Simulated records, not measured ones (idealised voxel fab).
Presented below is a process module, voxel transistor to metal.
Cross-section cut: width 215 nm, square cells of 5 nm.
Cross-section layout: square cells on a grid; listed as bands, top to bottom; a band spans one or more cell rows.
Within each band entry, the heights of the top and of the bottom of the band appear first, in that order and in nm; the materials of the band then follow from left to right, each with its corresponding width in nm. The designation "all across" on a single material indicates that it fills the band from edge to edge; the designation "blank" indicates empty space.
Ref level 0: as-received wafer is one material below here. Bottom band extends down with no lower bound ("0 -> down").
The notation "30..40" denotes a width that varies across the rows of cells in the band, beginning at the first number in the top row, finishing at the second number in the bottom row, and changing by an identical amount from each row to the next.
Key: "no alterations made" - step with no changed cell in the cross-section.
The label "Non-vented voids" introduces a list of the empty spaces, 8 cells or larger, that have no open way up to the top; each entry in it reads width x height at distance, where the distance is taken from the left edge and all three are stated in nm.
after a step's settings: what the simulator itself notes on the step
Each step line may optionally specify "overlay nm", which for a step with a mask gives the rightward distance between the mask's planned place and where it lay, a negative value indicating the leftward direction.
-- Below is the list of planned process steps
step 1: RECEIVE,material Si
step 2: CONFORMAL_DEP,material SiO2,thk nm 5
step 3: CONFORMAL_DEP,material SiN,thk nm 10
step 4: DIRECTIONAL_DEP,material aC,thk nm 15
step 5: PATTERN,tone cover,mask id ACTIVE,material resist,width nm 115,thk nm 30,overlay nm 0
step 6: DIRECTIONAL_ETCH,etch materials aC,depth nm 15
step 7: STRIP,etch materials resist
step 8: DIRECTIONAL_ETCH,etch materials SiN,depth nm 10
step 9: DIRECTIONAL_ETCH,etch materials SiO2,depth nm 5
step 10: DIRECTIONAL_ETCH,etch materials Si,depth nm 30
step 11: STRIP,etch materials aC
step 12: FILL_DEP,material SiO2,thk nm 10
step 13: CMP,height nm 15
step 14: SELECTIVE_ETCH,etch materials SiO2,depth nm 5
step 15: STRIP,etch materials SiN
step 16: SELECTIVE_ETCH,etch materials SiO2,depth nm 5
step 17: OXIDIZE,depth nm 5
step 18: DIRECTIONAL_DEP,material polySi,thk nm 30
step 19: DIRECTIONAL_DEP,material SiCN,thk nm 15
step 20: MASKED_ETCH,tone cover,mask id GATE,width nm 35,etch materials SiCN,depth nm 25,overlay nm 0
step 21: MASKED_ETCH,tone cover,mask id GATE,width nm 35,etch materials polySi,depth nm 40,overlay nm 0
step 22: CONFORMAL_DEP,material SiO2,thk nm 5
step 23: DIRECTIONAL_ETCH,etch materials SiO2,depth nm 5
step 24: CONFORMAL_DEP,material SiN,thk nm 5
step 25: DIRECTIONAL_ETCH,etch materials SiN,depth nm 5
step 26: DIRECTIONAL_ETCH,etch materials SiO2,depth nm 5
step 27: DIRECTIONAL_ETCH,etch materials Si,depth nm 15
step 28: EPI,material pSi,thk nm 20
step 29: FILL_DEP,material SiO2,thk nm 5
step 30: CMP,height nm 30
step 31: STRIP,etch materials polySi
step 32: SELECTIVE_ETCH,etch materials SiO2,depth nm 5
step 33: CONFORMAL_DEP,material HfO2,thk nm 5
step 34: CONFORMAL_DEP,material TiN,thk nm 5
step 35: FILL_DEP,material W,thk nm 5
step 36: CMP,height nm 25
step 37: DIRECTIONAL_DEP,material SiO2,thk nm 10
step 38: MASKED_ETCH,tone open,mask id CONTACT,width nm 20,pitch nm 85,etch materials SiO2,depth nm 20,overlay nm 0
step 39: CONFORMAL_DEP,material TiN,thk nm 5
step 40: FILL_DEP,material W,thk nm 5
step 41: CMP,height nm 35
step 42: DIRECTIONAL_DEP,material TiN,thk nm 5
step 43: DIRECTIONAL_DEP,material W,thk nm 15
step 44: MASKED_ETCH,tone cover,mask id METAL_1,width nm 20,pitch nm 85,etch materials W,depth nm 15,overlay nm 0
step 45: MASKED_ETCH,tone cover,mask id METAL_1,width nm 20,pitch nm 85,etch materials TiN,depth nm 5,overlay nm 0
step 46: FILL_DEP,material SiO2,thk nm 5
step 47: CMP,height nm 55
step 48: CONFORMAL_DEP,material SiN,thk nm 5
-- Received-state cross-section, reflecting completion of step 1
    0 -> down = Si all across
    Non-vented voids: none
-- End state of the module in cross-section, given the above starting point and plan and one mistake in execution
    60 -> 55 = SiN all across
    55 -> 40 = 55 nm SiO2, 20 nm W, 65 nm SiO2, 20 nm W, 55 nm SiO2
    40 -> 35 = 55 nm SiO2, 20 nm TiN, 65 nm SiO2, 20 nm TiN, 55 nm SiO2
    35 -> 25 = 55 nm SiO2, 5 nm TiN, 10 nm W, 5 nm TiN, 65 nm SiO2, 5 nm TiN, 10 nm W, 5 nm TiN, 55 nm SiO2
    25 -> 20 = 55 nm SiO2, 5 nm TiN, 10 nm W, 5 nm TiN, 5 nm SiO2, 5 nm SiN, 5 nm HfO2, 5 nm TiN, 25 nm W, 5 nm TiN, 5 nm HfO2, 5 nm SiN, 5 nm SiO2, 5 nm TiN, 10 nm W, 5 nm TiN, 55 nm SiO2
    20 -> 15 = 55 nm SiO2, 20 nm TiN, 5 nm SiO2, 5 nm SiN, 5 nm HfO2, 5 nm TiN, 25 nm W, 5 nm TiN, 5 nm HfO2, 5 nm SiN, 5 nm SiO2, 20 nm TiN, 55 nm SiO2
    15 -> 5 = 45 nm SiO2, 35 nm pSi, 5 nm SiN, 5 nm HfO2, 5 nm TiN, 25 nm W, 5 nm TiN, 5 nm HfO2, 5 nm SiN, 35 nm pSi, 45 nm SiO2
    5 -> 0 = 45 nm SiO2, 5 nm pSi, 5 nm SiN, 25 nm pSi, 5 nm SiN, 5 nm HfO2, 35 nm TiN, 5 nm HfO2, 5 nm SiN, 25 nm pSi, 5 nm SiN, 5 nm pSi, 45 nm SiO2
    0 -> -5 = 55 nm SiO2, 25 nm pSi, 5 nm SiO2, 45 nm HfO2, 5 nm SiO2, 25 nm pSi, 55 nm SiO2
    -5 -> -30 = 50 nm SiO2, 5 nm Si, 25 nm pSi, 55 nm Si, 25 nm pSi, 5 nm Si, 50 nm SiO2
    -30 -> -35 = 55 nm Si, 25 nm pSi, 55 nm Si, 25 nm pSi, 55 nm Si
    -35 -> down = Si all across
    Non-vented voids: none
What went wrong in running the wafer? step 27 of the plan was performed twice
